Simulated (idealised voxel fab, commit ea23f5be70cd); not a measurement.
The following process module bears the name voxel spacer lines.
We display cut, a cross-section 225 nm in width whose square cells are each 5 nm.
Notation: cross-section as square-cell grid; stated in bands, top first, going down; one or more cell rows per band. Heads up on the band format: heights come first, top then bottom, in nm. After that it's the materials left to right, each with its width in nm. A single material flagged "full width" fills the whole band edge to edge, and "air" means there's empty space there. Height is counted from the level 0, under which the received wafer is composed throughout of one material. The lowest of the bands is not closed at the bottom but continues downward, in the notation "0 nm and below". Read "30->40" as a graded width: first number on top, second number at the bottom, same change between each pair of neighbouring rows. You'll sometimes find "no change" written for a step, and that's the way of saying that nowhere in the cross-section did a cell change during that step. In the "Fully sealed cavities" entry, you get each enclosed empty space of 8 cells or more, one with no open way to the top, written width x height at distance, distance from the left edge, in nm. What comes after the settings on a step's line is commentary from the simulator itself on that step. overlay nm: for a step with a mask, the amount by which the mask lay right of where it was planned; a negative amount means left of it.

The following list gives the planned process steps
1) RECEIVE, material Si
2) CONFORMAL_DEP, material Al2O3, thk nm 10
3) DIRECTIONAL_DEP, material polySi, thk nm 10
4) DIRECTIONAL_DEP, material aC, thk nm 25
5) PATTERN, tone cover, mask id MANDREL, material resist, width nm 25, pitch nm 70, thk nm 30, overlay nm 0
6) DIRECTIONAL_ETCH, etch materials aC, depth nm 25
7) STRIP, etch materials resist
8) CONFORMAL_DEP, material SiO2, thk nm 10
9) DIRECTIONAL_ETCH, etch materials SiO2, depth nm 10
10) STRIP, etch materials aC
11) DIRECTIONAL_ETCH, etch materials polySi, depth nm 10
12) STRIP, etch materials SiO2

Of two wafers, the first: run according to plan

Step 1 complete: cross-section of the wafer as received
    0 nm and below = Si full width
    Fully sealed cavities: none

Step 2 complete: cross-section through the wafer
    10 nm to 0 nm = Al2O3 full width
    Below 0 it's all the same as before, nothing changed down there.

Step 3 complete: cross-section through the wafer
    20 nm to 10 nm = polySi full width
    Below 10 it's all the same as before, nothing changed down there.

Step 4 complete: cross-section through the wafer
    45 nm to 20 nm = aC full width
    Below 20 it's all the same as before, nothing changed down there.

Step 5 complete: cross-section through the wafer
    75 nm to 45 nm = air=65, then resist=25, then air=45, then resist=25, then air=65
    Below 45 it's all the same as before, nothing changed down there.

Step 6 complete: cross-section through the wafer
    50 nm to 45 nm = air=65, then resist=25, then air=45, then resist=25, then air=65
    45 nm to 20 nm = air=65, then aC=25, then air=45, then aC=25, then air=65
    Below 20 it's all the same as before, nothing changed down there.

Step 7 complete: cross-section through the wafer
    45 nm to 20 nm = air=65, then aC=25, then air=45, then aC=25, then air=65
    Below 20 it's all the same as before, nothing changed down there.

Step 8 complete: cross-section through the wafer
    55 nm to 45 nm = air=55, then SiO2=45, then air=25, then SiO2=45, then air=55
    45 nm to 30 nm = air=55, then SiO2=10, then aC=25, then SiO2=10, then air=25, then SiO2=10, then aC=25, then SiO2=10, then air=55
    30 nm to 20 nm = SiO2=65, then aC=25, then SiO2=45, then aC=25, then SiO2=65
    Below 20 it's all the same as before, nothing changed down there.

Step 9 complete: cross-section through the wafer
    45 nm to 20 nm = air=55, then SiO2=10, then aC=25, then SiO2=10, then air=25, then SiO2=10, then aC=25, then SiO2=10, then air=55
    Below 20 it's all the same as before, nothing changed down there.

Step 10 complete: cross-section through the wafer
    45 nm to 20 nm = air=55, then SiO2=10, then air=25, then SiO2=10, then air=25, then SiO2=10, then air=25, then SiO2=10, then air=55
    Below 20 it's all the same as before, nothing changed down there.

Step 11 complete: cross-section through the wafer
    45 nm to 20 nm = air=55, then SiO2=10, then air=25, then SiO2=10, then air=25, then SiO2=10, then air=25, then SiO2=10, then air=55
    20 nm to 10 nm = air=55, then polySi=10, then air=25, then polySi=10, then air=25, then polySi=10, then air=25, then polySi=10, then air=55
    Below 10 it's all the same as before, nothing changed down there.

Step 12 complete: cross-section through the wafer
    20 nm to 10 nm = air=55, then polySi=10, then air=25, then polySi=10, then air=25, then polySi=10, then air=25, then polySi=10, then air=55
    Below 10 it's all the same as before, nothing changed down there.

The second wafer: identical to the first at the outset and in its planned sequence, differing only in that one mistake was made during processing; up to and including step 4, its path is the first wafer's path

Second wafer shown in cross-section at the time step 5 was slated to end
    75 nm to 45 nm = air=65, then resist=30, then air=40, then resist=30, then air=60
    Below 45 it's all the same as before, nothing changed down there.

Second wafer shown in cross-section at the time step 6 was slated to end
    50 nm to 45 nm = air=65, then resist=30, then air=40, then resist=30, then air=60
    45 nm to 20 nm = air=65, then aC=30, then air=40, then aC=30, then air=60
    Below 20 it's all the same as before, nothing changed down there.

Second wafer shown in cross-section at the time step 7 was slated to end
    45 nm to 20 nm = air=65, then aC=30, then air=40, then aC=30, then air=60
    Below 20 it's all the same as before, nothing changed down there.

Second wafer shown in cross-section at the time step 8 was slated to end
    55 nm to 45 nm = air=55, then SiO2=50, then air=20, then SiO2=50, then air=50
    45 nm to 30 nm = air=55, then SiO2=10, then aC=30, then SiO2=10, then air=20, then SiO2=10, then aC=30, then SiO2=10, then air=50
    30 nm to 20 nm = SiO2=65, then aC=30, then SiO2=40, then aC=30, then SiO2=60
    Below 20 it's all the same as before, nothing changed down there.

Second wafer shown in cross-section at the time step 9 was slated to end
    45 nm to 20 nm = air=55, then SiO2=10, then aC=30, then SiO2=10, then air=20, then SiO2=10, then aC=30, then SiO2=10, then air=50
    Below 20 it's all the same as before, nothing changed down there.

Second wafer shown in cross-section at the time step 10 was slated to end
    45 nm to 20 nm = air=55, then SiO2=10, then air=30, then SiO2=10, then air=20, then SiO2=10, then air=30, then SiO2=10, then air=50
    Below 20 it's all the same as before, nothing changed down there.

Second wafer shown in cross-section at the time step 11 was slated to end
    45 nm to 20 nm = air=55, then SiO2=10, then air=30, then SiO2=10, then air=20, then SiO2=10, then air=30, then SiO2=10, then air=50
    20 nm to 10 nm = air=55, then polySi=10, then air=30, then polySi=10, then air=20, then polySi=10, then air=30, then polySi=10, then air=50
    Below 10 it's all the same as before, nothing changed down there.

Second wafer shown in cross-section at the time step 12 was slated to end
    20 nm to 10 nm = air=55, then polySi=10, then air=30, then polySi=10, then air=20, then polySi=10, then air=30, then polySi=10, then air=50
    Below 10 it's all the same as before, nothing changed down there.
Processing error: step 5 went in with a setting other than planned; the actual run was PATTERN, tone cover, mask id MANDREL, material resist, width nm 30, pitch nm 70, thk nm 30, overlay nm 0
Same inventory, different map: at the end, the second wafer holds as many cells of each material as the first, placed elsewhere.
